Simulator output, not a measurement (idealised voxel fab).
process module | voxel ribs on slabs
cross-section cut | 250 nm wide | cells 5 nm
A cross-section is a grid of square cells, given in bands from the top down. A band is one or more rows of cells.
Each band's line starts with the height of the band's top and of its bottom, in nm. Then come its materials from left to right, each with its width in nm. One material with "throughout" fills the band from edge to edge. "air" is empty space.
Height 0 is the level under which the wafer as received is all one material. The lowest band goes on downwards, as in "0 down".
A width such as "30 to 40" changes by the same amount from each row of cells to the next, from the band's top row to its bottom row.
"no change" after a step means that no cell of the cross-section changed.
closed voids: empty space of 8 cells or more with no open way to the top, each as width x height at its distance from the left edge, in nm
after a step's settings: what the simulator itself notes on the step
overlay nm, on a step with a mask: how far to the right of its planned place the mask lay; to the left if negative
plan
1 op RECEIVE | material Si
2 op DIRECTIONAL_DEP | material SiO2 | thk nm 30
3 op DIRECTIONAL_DEP | material polySi | thk nm 20
4 op PATTERN | tone cover | mask id RIB | material resist | width nm 30 | thk nm 15 | overlay nm 0
5 op DIRECTIONAL_ETCH | etch materials polySi | depth nm 5
6 op STRIP | etch materials resist
7 op PATTERN | tone cover | mask id SLAB | material resist | width nm 80 | thk nm 15 | overlay nm 0
8 op DIRECTIONAL_ETCH | etch materials polySi | depth nm 15
9 op STRIP | etch materials resist
10 op FILL_DEP | material SiO2 | thk nm 15
11 op CMP | height nm 60
12 op DIRECTIONAL_DEP | material W | thk nm 10
13 op PATTERN | tone cover | mask id HEATER | material resist | width nm 40 | thk nm 20 | overlay nm 0
14 op DIRECTIONAL_ETCH | etch materials W | depth nm 10
15 op STRIP | etch materials resist
16 op CONFORMAL_DEP | material SiO2 | thk nm 5
as received, after step 1
  0 down: Si throughout
  closed voids: none
first wafer at the end, as planned
  75 to 70: air 100 | SiO2 50 | air 100
  70 to 65: air 100 | SiO2 5 | W 40 | SiO2 5 | air 100
  65 to 60: SiO2 105 | W 40 | SiO2 105
  60 to 50: SiO2 throughout
  50 to 45: SiO2 110 | polySi 30 | SiO2 110
  45 to 30: SiO2 85 | polySi 80 | SiO2 85
  30 to 0: SiO2 throughout
  0 down: Si throughout
  closed voids: none
second wafer at the end: like start, like plan, one mistake
  75 to 70: air 100 | SiO2 50 | air 100
  70 to 65: air 100 | SiO2 5 | W 40 | SiO2 5 | air 100
  65 to 60: SiO2 105 | W 40 | SiO2 105
  60 to 50: SiO2 throughout
  50 to 45: SiO2 105 | polySi 40 | SiO2 105
  45 to 30: SiO2 85 | polySi 80 | SiO2 85
  30 to 0: SiO2 throughout
  0 down: Si throughout
  closed voids: none
what went wrong: step 4 ran as: op PATTERN | tone cover | mask id RIB | material resist | width nm 40 | thk nm 15 | overlay nm 0
at the end the second wafer has, in cells: 2 fewer of SiO2 | 2 more of polySi
